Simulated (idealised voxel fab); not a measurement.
Module name: voxel fin reveal (process module)
Square cell edge 5 nm, section width 255 nm, ID cut.
Reading order for cross-sections: top band down to bottom band. Underlying form: a grid of square cells. Band size: one or more rows of cells. Heights first: top, then bottom, in nm. Then materials, left to right, each with a width in nm. "everywhere" on a single material: fills the band edge to edge. "blank": empty space. A quick word on heights: they are counted from 0, and under that level the wafer as it came to us is one material throughout. The lowest band is different from the rest in having no bottom; it simply continues downward, written as in "0 down". So if you see something like "30->40" for the width, read it as the top row of the band sitting at the first number and the bottom row at the second, with every row in between moving by the same amount as the last. What does "no alterations made" mean for a step? It means no cell of the cross-section changed in that step. So "Cavities, sealed" is basically the list of trapped voids: any empty space of 8 cells or more that can't reach the top through an opening. They're written width x height at distance, the distance being from the left edge, and it's all nm. Whatever follows a step's settings on its line is a remark the simulator itself makes about that step. Among the settings permitted on a step's line is "overlay nm"; applied to a step with a mask, it specifies the extent to which the mask lay to the right of its planned position, whereas a negative figure signifies a position to the left.
# So here's the lineup of process steps we planned
step 1: RECEIVE | material Si
step 2: CONFORMAL_DEP | material SiN | thk nm 5
step 3: PATTERN | tone cover | mask id FINS | material resist | width nm 15 | pitch nm 45 | thk nm 15 | overlay nm 0
step 4: DIRECTIONAL_ETCH | etch materials SiN | depth nm 5
step 5: DIRECTIONAL_ETCH | etch materials Si | depth nm 30
step 6: STRIP | etch materials resist
step 7: FILL_DEP | material SiO2 | thk nm 5
step 8: CMP | height nm 5
step 9: SELECTIVE_ETCH | etch materials SiO2 | depth nm 15
step 10: STRIP | etch materials SiN
# As-received state of the wafer in cross-section, equivalent to post-step 1
0 down: Si everywhere
Cavities, sealed: none
# One mistake in running the module, otherwise start and plan as above: cross-section at the end
0 to -10: 50 nm Si; 15 nm blank; 30 nm Si; 15 nm blank; 30 nm Si; 15 nm blank; 30 nm Si; 15 nm blank; 55 nm Si
-10 to -30: 50 nm Si; 15 nm SiO2; 30 nm Si; 15 nm SiO2; 30 nm Si; 15 nm SiO2; 30 nm Si; 15 nm SiO2; 55 nm Si
-30 down: Si everywhere
Cavities, sealed: none
What was done differently from what was planned? contrary to plan, step 3 was performed as PATTERN | tone open | mask id FINS | material resist | width nm 15 | pitch nm 45 | thk nm 15 | overlay nm 0
